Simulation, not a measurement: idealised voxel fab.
Process module in this document: voxel capacitor over wiring
It is cross-section cut that appears here, measuring 160 nm in width, its square cells being 5 nm in size.
Think of the cross-section as a grid of square cells. We describe it in bands, top to bottom, and each band covers one or more rows of those cells. Within each band entry, the heights of the top and of the bottom of the band appear first, in that order and in nm; the materials of the band then follow from left to right, each with its corresponding width in nm. The designation "edge to edge" on a single material indicates that it fills the band from edge to edge; the designation "air" indicates empty space. Ref level 0: as-received wafer is one material below here. Bottom band extends down with no lower bound ("0..down"). It should be noted that a width expressed as "30..40" varies in equal increments from row to row of cells within the band, taking the value of the first number at the top row and that of the second number at the bottom row. It should be understood that the words "nothing altered", when stated for a given step, signify that the cross-section underwent no change in any of its cells during that step. This entry, "Voids, sealed", enumerates those empty regions of no fewer than 8 cells that possess no open connection to the top. Each region is reported in the form width x height at distance, the distance being taken from the left edge, with all three quantities expressed in nm. Read whatever lies past the settings on a step's line as the simulator's own remark about the step. The line of a step may include "overlay nm". On a step with a mask, this value is how far to the right of its planned place the mask lay. A negative value means the mask lay to the left. Everything after this point is organized in pairs: a cross-section before one process step, a cross-section after it that shows only as deep as the lowest changed band, and, under the pair, the intervening step with its settings. Because different runs of this module on the same starting wafer can supply different pairs, a pair continues from the pair above it only if its entry headed "Pre-process cross-section" says so.
Pre-process cross-section
	80..70 = TiN edge to edge
	70..65 = Al2O3 edge to edge
	65..55 = TiN edge to edge
	55..35 = lowk=30, Ru=15, lowk=115
	35..30 = SiCN=30, Ru=15, SiCN=115
	30..20 = lowk=25, SiN=5, Ru=15, SiN=5, lowk=65, SiN=5, Ru=15, SiN=5, lowk=20
	20..15 = lowk=20, SiN=10, Ru=15, SiN=5, lowk=60, SiN=10, Ru=15, SiN=5, lowk=20
	15..10 = SiN=25, TiN=20, SiN=70, TiN=20, SiN=25
	10..0 = SiO2 edge to edge
	0..down = Si edge to edge
	Voids, sealed: none
Post-Step Appearance
	80..70 = air=30, TiN=75, air=55
	Nothing below the height 70 has changed.
	Voids, sealed: none
The two cross-sections above are separated by a single process step, namely MASKED_ETCH, tone cover, mask id UPPER_PLATE, width nm 75, etch materials TiN, depth nm 10, overlay nm 0
Pre-process cross-section: the state before this step is the cross-section shown after the step in the pair just above.
Post-Step Appearance
	80..70 = air=30, TiN=75, air=55
	70..65 = air=30, Al2O3=75, air=55
	Nothing below the height 65 has changed.
	Voids, sealed: none
The two cross-sections above are separated by a single process step, namely MASKED_ETCH, tone cover, mask id UPPER_PLATE, width nm 75, etch materials Al2O3, depth nm 5, overlay nm 0
Pre-process cross-section: the state before this step is the cross-section shown after the step in the pair just above.
Post-Step Appearance
	95..80 = air=30, aC=75, air=55
	80..70 = aC=30, TiN=75, aC=55
	70..65 = aC=30, Al2O3=75, aC=55
	Nothing below the height 65 has changed.
	Voids, sealed: none
The two cross-sections above are separated by a single process step, namely DIRECTIONAL_DEP, material aC, thk nm 15
Pre-process cross-section: the state before this step is the cross-section shown after the step in the pair just above.
Post-Step Appearance
	130..95 = air=25, resist=85, air=50
	95..80 = air=25, resist=5, aC=75, resist=5, air=50
	Nothing below the height 80 has changed.
	Voids, sealed: none
The two cross-sections above are separated by a single process step, namely PATTERN, tone cover, mask id LOWER_PLATE, material resist, width nm 85, thk nm 35, overlay nm 0
Pre-process cross-section: the state before this step is the cross-section shown after the step in the pair just above.
Post-Step Appearance
	115..95 = air=25, resist=85, air=50
	95..80 = air=25, resist=5, aC=75, resist=5, air=50
	80..70 = air=25, aC=5, TiN=75, aC=5, air=50
	70..65 = air=25, aC=5, Al2O3=75, aC=5, air=50
	Nothing below the height 65 has changed.
	Voids, sealed: none
The two cross-sections above are separated by a single process step, namely DIRECTIONAL_ETCH, etch materials aC, depth nm 15
Pre-process cross-section: the state before this step is the cross-section shown after the step in the pair just above.
Post-Step Appearance
	95..80 = air=30, aC=75, air=55
	Nothing below the height 80 has changed.
	Voids, sealed: none
The two cross-sections above are separated by a single process step, namely STRIP, etch materials resist
Pre-process cross-section: the state before this step is the cross-section shown after the step in the pair just above.
Post-Step Appearance
	95..80 = air=30, aC=75, air=55
	80..70 = air=25, aC=5, TiN=75, aC=5, air=50
	70..65 = air=25, aC=5, Al2O3=75, aC=5, air=50
	65..55 = air=25, TiN=85, air=50
	Nothing below the height 55 has changed.
	Voids, sealed: none
The two cross-sections above are separated by a single process step, namely DIRECTIONAL_ETCH, etch materials TiN, depth nm 10
Pre-process cross-section: the state before this step is the cross-section shown after the step in the pair just above.
Post-Step Appearance
	80..70 = air=30, TiN=75, air=55
	70..65 = air=30, Al2O3=75, air=55
	Nothing below the height 65 has changed.
	Voids, sealed: none
The two cross-sections above are separated by a single process step, namely STRIP, etch materials aC
Pre-process cross-section: the state before this step is the cross-section shown after the step in the pair just above.
Post-Step Appearance
	100..80 = SiO2 edge to edge
	80..70 = SiO2=30, TiN=75, SiO2=55
	70..65 = SiO2=30, Al2O3=75, SiO2=55
	65..55 = SiO2=25, TiN=85, SiO2=50
	Nothing below the height 55 has changed.
	Voids, sealed: none
The two cross-sections above are separated by a single process step, namely FILL_DEP, material SiO2, thk nm 20
Pre-process cross-section: the state before this step is the cross-section shown after the step in the pair just above.
Post-Step Appearance
	95..80 = SiO2 edge to edge
	Nothing below the height 80 has changed.
	Voids, sealed: none
The two cross-sections above are separated by a single process step, namely CMP, height nm 95
Pre-process cross-section: the state before this step is the cross-section shown after the step in the pair just above.
Post-Step Appearance
	115..95 = resist=40, air=15, resist=105
	Nothing below the height 95 has changed.
	Voids, sealed: none
The two cross-sections above are separated by a single process step, namely PATTERN, tone open, mask id PLUG_2, material resist, width nm 15, thk nm 20, overlay nm 0
Pre-process cross-section: the state before this step is the cross-section shown after the step in the pair just above.
Post-Step Appearance
	115..95 = resist=40, air=15, resist=105
	95..80 = SiO2=40, air=15, SiO2=105
	Nothing below the height 80 has changed.
	Voids, sealed: none
The two cross-sections above are separated by a single process step, namely DIRECTIONAL_ETCH, etch materials SiO2, depth nm 15
Pre-process cross-section: the state before this step is the cross-section shown after the step in the pair just above.
Post-Step Appearance
	95..80 = SiO2=40, air=15, SiO2=105
	Nothing below the height 80 has changed.
	Voids, sealed: none
The two cross-sections above are separated by a single process step, namely STRIP, etch materials resist
Pre-process cross-section: the state before this step is the cross-section shown after the step in the pair just above.
Post-Step Appearance
	100..95 = TiN=45, air=5, TiN=110
	95..85 = SiO2=40, TiN=5, air=5, TiN=5, SiO2=105
	85..80 = SiO2=40, TiN=15, SiO2=105
	Nothing below the height 80 has changed.
	Voids, sealed: none
The two cross-sections above are separated by a single process step, namely CONFORMAL_DEP, material TiN, thk nm 5
Pre-process cross-section: the state before this step is the cross-section shown after the step in the pair just above.
Post-Step Appearance
	105..100 = Cu edge to edge
	100..95 = TiN=45, Cu=5, TiN=110
	95..85 = SiO2=40, TiN=5, Cu=5, TiN=5, SiO2=105
	Nothing below the height 85 has changed.
	Voids, sealed: none
The two cross-sections above are separated by a single process step, namely FILL_DEP, material Cu, thk nm 5
Pre-process cross-section: the state before this step is the cross-section shown after the step in the pair just above.
Post-Step Appearance
	95..85 = SiO2=40, TiN=5, Cu=5, TiN=5, SiO2=105
	Nothing below the height 85 has changed.
	Voids, sealed: none
The two cross-sections above are separated by a single process step, namely CMP, height nm 95
Pre-process cross-section: the state before this step is the cross-section shown after the step in the pair just above.
Post-Step Appearance
	100..95 = SiCN edge to edge
	Nothing below the height 95 has changed.
	Voids, sealed: none
The two cross-sections above are separated by a single process step, namely CONFORMAL_DEP, material SiCN, thk nm 5
Pre-process cross-section
	95..80 = air=30, aC=75, air=55
	80..70 = aC=30, TiN=75, aC=55
	70..65 = aC=30, Al2O3=75, aC=55
	65..55 = TiN edge to edge
	55..35 = lowk=30, Ru=15, lowk=115
	35..30 = SiCN=30, Ru=15, SiCN=115
	30..15 = lowk=20, SiN=5, Ru=20, SiN=5, lowk=60, SiN=5, Ru=20, SiN=5, lowk=20
	15..10 = SiN=25, TiN=20, SiN=70, TiN=20, SiN=25
	10..0 = SiO2 edge to edge
	0..down = Si edge to edge
	Voids, sealed: none
Post-Step Appearance
	130..95 = air=30, resist=85, air=45
	95..80 = air=30, aC=75, resist=10, air=45
	Nothing below the height 80 has changed.
	Voids, sealed: none
The two cross-sections above are separated by a single process step, namely PATTERN, tone cover, mask id LOWER_PLATE, material resist, width nm 85, thk nm 35, overlay nm 5
Pre-process cross-section: the state before this step is the cross-section shown after the step in the pair just above.
Post-Step Appearance
	115..95 = air=30, resist=85, air=45
	95..80 = air=30, aC=75, resist=10, air=45
	80..70 = air=30, TiN=75, aC=10, air=45
	70..65 = air=30, Al2O3=75, aC=10, air=45
	Nothing below the height 65 has changed.
	Voids, sealed: none
The two cross-sections above are separated by a single process step, namely DIRECTIONAL_ETCH, etch materials aC, depth nm 15
Pre-process cross-section: the state before this step is the cross-section shown after the step in the pair just above.
Post-Step Appearance
	95..80 = air=30, aC=75, air=55
	Nothing below the height 80 has changed.
	Voids, sealed: none
The two cross-sections above are separated by a single process step, namely STRIP, etch materials resist
Pre-process cross-section: the state before this step is the cross-section shown after the step in the pair just above.
Post-Step Appearance
	95..80 = air=30, aC=75, air=55
	80..70 = air=30, TiN=75, aC=10, air=45
	70..65 = air=30, Al2O3=75, aC=10, air=45
	65..55 = air=30, TiN=85, air=45
	Nothing below the height 55 has changed.
	Voids, sealed: none
The two cross-sections above are separated by a single process step, namely DIRECTIONAL_ETCH, etch materials TiN, depth nm 10
Pre-process cross-section: the state before this step is the cross-section shown after the step in the pair just above.
Post-Step Appearance
	80..70 = air=30, TiN=75, air=55
	70..65 = air=30, Al2O3=75, air=55
	Nothing below the height 65 has changed.
	Voids, sealed: none
The two cross-sections above are separated by a single process step, namely STRIP, etch materials aC
Pre-process cross-section: the state before this step is the cross-section shown after the step in the pair just above.
Post-Step Appearance
	100..80 = SiO2 edge to edge
	80..70 = SiO2=30, TiN=75, SiO2=55
	70..65 = SiO2=30, Al2O3=75, SiO2=55
	65..55 = SiO2=30, TiN=85, SiO2=45
	Nothing below the height 55 has changed.
	Voids, sealed: none
The two cross-sections above are separated by a single process step, namely FILL_DEP, material SiO2, thk nm 20
Pre-process cross-section: the state before this step is the cross-section shown after the step in the pair just above.
Post-Step Appearance
	95..80 = SiO2 edge to edge
	Nothing below the height 80 has changed.
	Voids, sealed: none
The two cross-sections above are separated by a single process step, namely CMP, height nm 95
Pre-process cross-section: the state before this step is the cross-section shown after the step in the pair just above.
Post-Step Appearance
	115..95 = resist=40, air=15, resist=105
	Nothing below the height 95 has changed.
	Voids, sealed: none
The two cross-sections above are separated by a single process step, namely PATTERN, tone open, mask id PLUG_2, material resist, width nm 15, thk nm 20, overlay nm 0
Pre-process cross-section: the state before this step is the cross-section shown after the step in the pair just above.
Post-Step Appearance
	115..95 = resist=40, air=15, resist=105
	95..80 = SiO2=40, air=15, SiO2=105
	Nothing below the height 80 has changed.
	Voids, sealed: none
The two cross-sections above are separated by a single process step, namely DIRECTIONAL_ETCH, etch materials SiO2, depth nm 15
Pre-process cross-section: the state before this step is the cross-section shown after the step in the pair just above.
Post-Step Appearance
	95..80 = SiO2=40, air=15, SiO2=105
	Nothing below the height 80 has changed.
	Voids, sealed: none
The two cross-sections above are separated by a single process step, namely STRIP, etch materials resist
Pre-process cross-section: the state before this step is the cross-section shown after the step in the pair just above.
Post-Step Appearance
	100..95 = TiN=45, air=5, TiN=110
	95..85 = SiO2=40, TiN=5, air=5, TiN=5, SiO2=105
	85..80 = SiO2=40, TiN=15, SiO2=105
	Nothing below the height 80 has changed.
	Voids, sealed: none
The two cross-sections above are separated by a single process step, namely CONFORMAL_DEP, material TiN, thk nm 5
Pre-process cross-section: the state before this step is the cross-section shown after the step in the pair just above.
Post-Step Appearance
	105..100 = Cu edge to edge
	100..95 = TiN=45, Cu=5, TiN=110
	95..85 = SiO2=40, TiN=5, Cu=5, TiN=5, SiO2=105
	Nothing below the height 85 has changed.
	Voids, sealed: none
The two cross-sections above are separated by a single process step, namely FILL_DEP, material Cu, thk nm 5
Pre-process cross-section: the state before this step is the cross-section shown after the step in the pair just above.
Post-Step Appearance
	95..85 = SiO2=40, TiN=5, Cu=5, TiN=5, SiO2=105
	Nothing below the height 85 has changed.
	Voids, sealed: none
The two cross-sections above are separated by a single process step, namely CMP, height nm 95
Pre-process cross-section: the state before this step is the cross-section shown after the step in the pair just above.
Post-Step Appearance
	100..95 = SiCN edge to edge
	Nothing below the height 95 has changed.
	Voids, sealed: none
The two cross-sections above are separated by a single process step, namely CONFORMAL_DEP, material SiCN, thk nm 5
Pre-process cross-section
	70..65 = Al2O3 edge to edge
	65..55 = TiN edge to edge
	55..35 = lowk=30, Ru=15, lowk=115
	35..30 = SiCN=30, Ru=15, SiCN=115
	30..15 = lowk=20, SiN=5, Ru=20, SiN=5, lowk=60, SiN=5, Ru=20, SiN=5, lowk=20
	15..10 = SiN=25, TiN=20, SiN=70, TiN=20, SiN=25
	10..0 = SiO2 edge to edge
	0..down = Si edge to edge
	Voids, sealed: none
Post-Step Appearance
	80..70 = SiO2 edge to edge
	Nothing below the height 70 has changed.
	Voids, sealed: none
The two cross-sections above are separated by a single process step, namely DIRECTIONAL_DEP, material SiO2, thk nm 10
Pre-process cross-section: the state before this step is the cross-section shown after the step in the pair just above.
Post-Step Appearance
	95..80 = aC edge to edge
	Nothing below the height 80 has changed.
	Voids, sealed: none
The two cross-sections above are separated by a single process step, namely DIRECTIONAL_DEP, material aC, thk nm 15
Pre-process cross-section: the state before this step is the cross-section shown after the step in the pair just above.
Post-Step Appearance
	130..95 = air=25, resist=85, air=50
	Nothing below the height 95 has changed.
	Voids, sealed: none
The two cross-sections above are separated by a single process step, namely PATTERN, tone cover, mask id LOWER_PLATE, material resist, width nm 85, thk nm 35, overlay nm 0
Pre-process cross-section: the state before this step is the cross-section shown after the step in the pair just above.
Post-Step Appearance
	115..95 = air=25, resist=85, air=50
	95..80 = air=25, aC=85, air=50
	Nothing below the height 80 has changed.
	Voids, sealed: none
The two cross-sections above are separated by a single process step, namely DIRECTIONAL_ETCH, etch materials aC, depth nm 15
Pre-process cross-section: the state before this step is the cross-section shown after the step in the pair just above.
Post-Step Appearance
	95..80 = air=25, aC=85, air=50
	Nothing below the height 80 has changed.
	Voids, sealed: none
The two cross-sections above are separated by a single process step, namely STRIP, etch materials resist
Pre-process cross-section: the state before this step is the cross-section shown after the step in the pair just above.
Post-Step Appearance
	80..70 = SiO2 edge to edge
	Nothing below the height 70 has changed.
	Voids, sealed: none
The two cross-sections above are separated by a single process step, namely STRIP, etch materials aC
Pre-process cross-section: the state before this step is the cross-section shown after the step in the pair just above.
Post-Step Appearance
	100..70 = SiO2 edge to edge
	Nothing below the height 70 has changed.
	Voids, sealed: none
The two cross-sections above are separated by a single process step, namely FILL_DEP, material SiO2, thk nm 20
Pre-process cross-section: the state before this step is the cross-section shown after the step in the pair just above.
Post-Step Appearance
	95..70 = SiO2 edge to edge
	Nothing below the height 70 has changed.
	Voids, sealed: none
The two cross-sections above are separated by a single process step, namely CMP, height nm 95
Pre-process cross-section: the state before this step is the cross-section shown after the step in the pair just above.
Post-Step Appearance
	115..95 = resist=40, air=15, resist=105
	Nothing below the height 95 has changed.
	Voids, sealed: none
The two cross-sections above are separated by a single process step, namely PATTERN, tone open, mask id PLUG_2, material resist, width nm 15, thk nm 20, overlay nm 0
Pre-process cross-section: the state before this step is the cross-section shown after the step in the pair just above.
Post-Step Appearance
	115..95 = resist=40, air=15, resist=105
	95..80 = SiO2=40, air=15, SiO2=105
	Nothing below the height 80 has changed.
	Voids, sealed: none
The two cross-sections above are separated by a single process step, namely DIRECTIONAL_ETCH, etch materials SiO2, depth nm 15
Pre-process cross-section: the state before this step is the cross-section shown after the step in the pair just above.
Post-Step Appearance
	95..80 = SiO2=40, air=15, SiO2=105
	Nothing below the height 80 has changed.
	Voids, sealed: none
The two cross-sections above are separated by a single process step, namely STRIP, etch materials resist
Pre-process cross-section: the state before this step is the cross-section shown after the step in the pair just above.
Post-Step Appearance
	100..95 = TiN=45, air=5, TiN=110
	95..85 = SiO2=40, TiN=5, air=5, TiN=5, SiO2=105
	85..80 = SiO2=40, TiN=15, SiO2=105
	Nothing below the height 80 has changed.
	Voids, sealed: none
The two cross-sections above are separated by a single process step, namely CONFORMAL_DEP, material TiN, thk nm 5
Pre-process cross-section: the state before this step is the cross-section shown after the step in the pair just above.
Post-Step Appearance
	105..100 = Cu edge to edge
	100..95 = TiN=45, Cu=5, TiN=110
	95..85 = SiO2=40, TiN=5, Cu=5, TiN=5, SiO2=105
	Nothing below the height 85 has changed.
	Voids, sealed: none
The two cross-sections above are separated by a single process step, namely FILL_DEP, material Cu, thk nm 5
Pre-process cross-section: the state before this step is the cross-section shown after the step in the pair just above.
Post-Step Appearance
	95..85 = SiO2=40, TiN=5, Cu=5, TiN=5, SiO2=105
	Nothing below the height 85 has changed.
	Voids, sealed: none
The two cross-sections above are separated by a single process step, namely CMP, height nm 95
Pre-process cross-section: the state before this step is the cross-section shown after the step in the pair just above.
Post-Step Appearance
	100..95 = SiCN edge to edge
	Nothing below the height 95 has changed.
	Voids, sealed: none
The two cross-sections above are separated by a single process step, namely CONFORMAL_DEP, material SiCN, thk nm 5
Pre-process cross-section
	95..80 = SiO2 edge to edge
	80..70 = SiO2=30, TiN=75, SiO2=55
	70..65 = SiO2=30, Al2O3=75, SiO2=55
	65..55 = SiO2=25, TiN=85, SiO2=50
	55..35 = lowk=30, Ru=15, lowk=115
	35..30 = SiCN=30, Ru=15, SiCN=115
	30..15 = lowk=20, SiN=5, Ru=20, SiN=5, lowk=60, SiN=5, Ru=20, SiN=5, lowk=20
	15..10 = SiN=25, TiN=20, SiN=70, TiN=20, SiN=25
	10..0 = SiO2 edge to edge
	0..down = Si edge to edge
	Voids, sealed: none
Post-Step Appearance
	115..95 = air=40, resist=15, air=105
	Nothing below the height 95 has changed.
	Voids, sealed: none
The two cross-sections above are separated by a single process step, namely PATTERN, tone cover, mask id PLUG_2, material resist, width nm 15, thk nm 20, overlay nm 0
Pre-process cross-section: the state before this step is the cross-section shown after the step in the pair just above.
Post-Step Appearance
	115..95 = air=40, resist=15, air=105
	95..80 = air=40, SiO2=15, air=105
	Nothing below the height 80 has changed.
	Voids, sealed: none
The two cross-sections above are separated by a single process step, namely DIRECTIONAL_ETCH, etch materials SiO2, depth nm 15
Pre-process cross-section: the state before this step is the cross-section shown after the step in the pair just above.
Post-Step Appearance
	95..80 = air=40, SiO2=15, air=105
	Nothing below the height 80 has changed.
	Voids, sealed: none
The two cross-sections above are separated by a single process step, namely STRIP, etch materials resist
Pre-process cross-section: the state before this step is the cross-section shown after the step in the pair just above.
Post-Step Appearance
	100..95 = air=35, TiN=25, air=100
	95..85 = air=35, TiN=5, SiO2=15, TiN=5, air=100
	85..80 = TiN=40, SiO2=15, TiN=105
	Nothing below the height 80 has changed.
	Voids, sealed: none
The two cross-sections above are separated by a single process step, namely CONFORMAL_DEP, material TiN, thk nm 5
Pre-process cross-section: the state before this step is the cross-section shown after the step in the pair just above.
Post-Step Appearance
	105..100 = Cu edge to edge
	100..95 = Cu=35, TiN=25, Cu=100
	95..85 = Cu=35, TiN=5, SiO2=15, TiN=5, Cu=100
	Nothing below the height 85 has changed.
	Voids, sealed: none
The two cross-sections above are separated by a single process step, namely FILL_DEP, material Cu, thk nm 5
Pre-process cross-section: the state before this step is the cross-section shown after the step in the pair just above.
Post-Step Appearance
	95..85 = Cu=35, TiN=5, SiO2=15, TiN=5, Cu=100
	Nothing below the height 85 has changed.
	Voids, sealed: none
The two cross-sections above are separated by a single process step, namely CMP, height nm 95
Pre-process cross-section: the state before this step is the cross-section shown after the step in the pair just above.
Post-Step Appearance
	100..95 = SiCN edge to edge
	Nothing below the height 95 has changed.
	Voids, sealed: none
The two cross-sections above are separated by a single process step, namely CONFORMAL_DEP, material SiCN, thk nm 5
